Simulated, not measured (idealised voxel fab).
Herein follows the process module entitled voxel double patterning.
Square cells of 5 nm make up the cross-section cut, whose width is 175 nm.
Notation: cross-section as square-cell grid; stated in bands, top first, going down; one or more cell rows per band.
Each band's line starts with the height of the band's top and of its bottom, in nm. Then come its materials from left to right, each with its width in nm. One material with "edge to edge" fills the band from edge to edge. "empty" is empty space.
The level at which height equals 0 is the one under which the wafer, as it arrives, is entirely one material. No lower edge exists for the bottom band, which continues downward and is notated as in "from 0 down".
When a width is written as two numbers, as in "30..40", the first number is the width in the top row of cells of the band and the second is the width in its bottom row, and the width changes by the same amount from each row to the next.
What does "all unchanged" mean for a step? It means no cell of the cross-section changed in that step.
In the "Internal closed voids" entry, you get each enclosed empty space of 8 cells or more, one with no open way to the top, written width x height at distance, distance from the left edge, in nm.
What comes after the settings on a step's line is commentary from the simulator itself on that step.
If you see "overlay nm" on a step's line and that step has a mask, it's telling you how far right of where it was planned the mask ended up; a negative number means it went left instead.

## Here's what the planned process steps look like
1) RECEIVE, material Si
2) CONFORMAL_DEP, material SiN, thk nm 5
3) DIRECTIONAL_DEP, material SiO2, thk nm 20
4) DIRECTIONAL_DEP, material SiCN, thk nm 5
5) DIRECTIONAL_DEP, material aC, thk nm 15
6) PATTERN, tone open, mask id FIRST, material resist, width nm 15, pitch nm 50, thk nm 30, overlay nm 0
7) DIRECTIONAL_ETCH, etch materials aC, depth nm 15
8) STRIP, etch materials resist
9) DIRECTIONAL_ETCH, etch materials SiCN, depth nm 5
10) STRIP, etch materials aC
11) DIRECTIONAL_DEP, material aC, thk nm 10
12) PATTERN, tone open, mask id SECOND, material resist, width nm 15, thk nm 30, overlay nm 0
13) DIRECTIONAL_ETCH, etch materials aC, depth nm 10
14) STRIP, etch materials resist
15) DIRECTIONAL_ETCH, etch materials SiCN, depth nm 5
16) STRIP, etch materials aC
17) DIRECTIONAL_ETCH, etch materials SiO2, depth nm 20
18) STRIP, etch materials SiCN

## Cross-section of the wafer at receipt, which is the condition after step 1
    from 0 down | Si edge to edge
    Internal closed voids: none

## Looking at the first of two wafers in cross-section at end of module - ran to plan
    from 25 to 5 | SiO2 55 nm  empty 15 nm  SiO2 10 nm  empty 15 nm  SiO2 10 nm  empty 15 nm  SiO2 55 nm
    from 5 to 0 | SiN edge to edge
    from 0 down | Si edge to edge
    Internal closed voids: none

## End-of-module cross-section of the second wafer: identical starting point and process plan to the first, with one processing mistake
    from 25 to 20 | SiN edge to edge
    from 20 to 0 | SiO2 edge to edge
    from 0 down | Si edge to edge
    Internal closed voids: none
Heads up, the wafer didn't run the way we planned it: the intended sequence of steps 2 and 3 was reversed during processing, with each occupying the position of the other
The final cell counts differ between the wafers, with the second having more or fewer of some materials than the first: 36 more of SiO2
